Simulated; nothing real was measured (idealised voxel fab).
This section sets out a process module, namely voxel tone inversion.
Cross-section cut: width 275 nm, square cells of 5 nm.
Heads up, the way a cross-section reads in here is a grid of square cells, handed over as bands from the top down, with every band being one or more rows of cells.
For a band, the entry starts with two heights in nm, that of the top and then that of the bottom, and carries on with the band's materials in order from left to right, each alongside its width in nm; the word "full width" beside a single material means it fills the band edge to edge, and "air" means empty space.
For the purposes of this specification, 0 denotes the height below which the wafer in its as-received condition is composed wholly of one material, and the lowermost band, lacking a lower limit, extends downward without end, as expressed in "0 nm and below".
The width entry "30..40" should be interpreted row by row: the top row of cells in the band takes the first number, the bottom row takes the second number, and the change between adjacent rows is uniform throughout.
Where the words "no modification" appear for a step, the cross-section shows no cell changed by that step; every cell remained as before.
What "Catalogued sealed voids" gives you is every empty space of 8 cells or more that is cut off from the top. Each appears as width x height at distance, with the distance taken from the left edge and width, height and distance all in nm.
On each step's line, the part that comes after the settings is the simulator's own comment on the step.
"overlay nm" denotes, for a step that has a mask, the displacement of the mask to the right of its planned place, with negative values corresponding to the left.

-- Steps in the process plan
step 1: RECEIVE (material Si)
step 2: CONFORMAL_DEP (material SiCN; thk nm 5)
step 3: DIRECTIONAL_DEP (material aC; thk nm 25)
step 4: PATTERN (tone cover; mask id POSTS; material resist; width nm 25; pitch nm 55; thk nm 30; overlay nm 0)
step 5: DIRECTIONAL_ETCH (etch materials aC; depth nm 25)
step 6: STRIP (etch materials resist)
step 7: FILL_DEP (material SiO2; thk nm 10)
step 8: CMP (height nm 30)
step 9: STRIP (etch materials aC)

-- Incoming wafer in cross-section (state: after step 1)
	0 nm and below = Si full width
	Catalogued sealed voids: none

-- Cross-section: first of two wafers, module finished, run according to plan
	30 nm to 5 nm = SiO2 40, air 25, SiO2 30, air 25, SiO2 30, air 25, SiO2 30, air 25, SiO2 45
	5 nm to 0 nm = SiCN full width
	0 nm and below = Si full width
	Catalogued sealed voids: none

-- Module end: cross-section of wafer two of two. Same start and process plan as the first wafer. One mistake during execution
	30 nm to 5 nm = SiO2 35, air 35, SiO2 20, air 35, SiO2 20, air 35, SiO2 20, air 35, SiO2 40
	5 nm to 0 nm = SiCN full width
	0 nm and below = Si full width
	Catalogued sealed voids: none
Want to know what went wrong? step 4 ran with different settings than intended, the actual operation and settings being PATTERN (tone cover; mask id POSTS; material resist; width nm 35; pitch nm 55; thk nm 30; overlay nm 0)
At the finish, the second wafer shows more or fewer cells for some materials than the first does: SiO2 -40
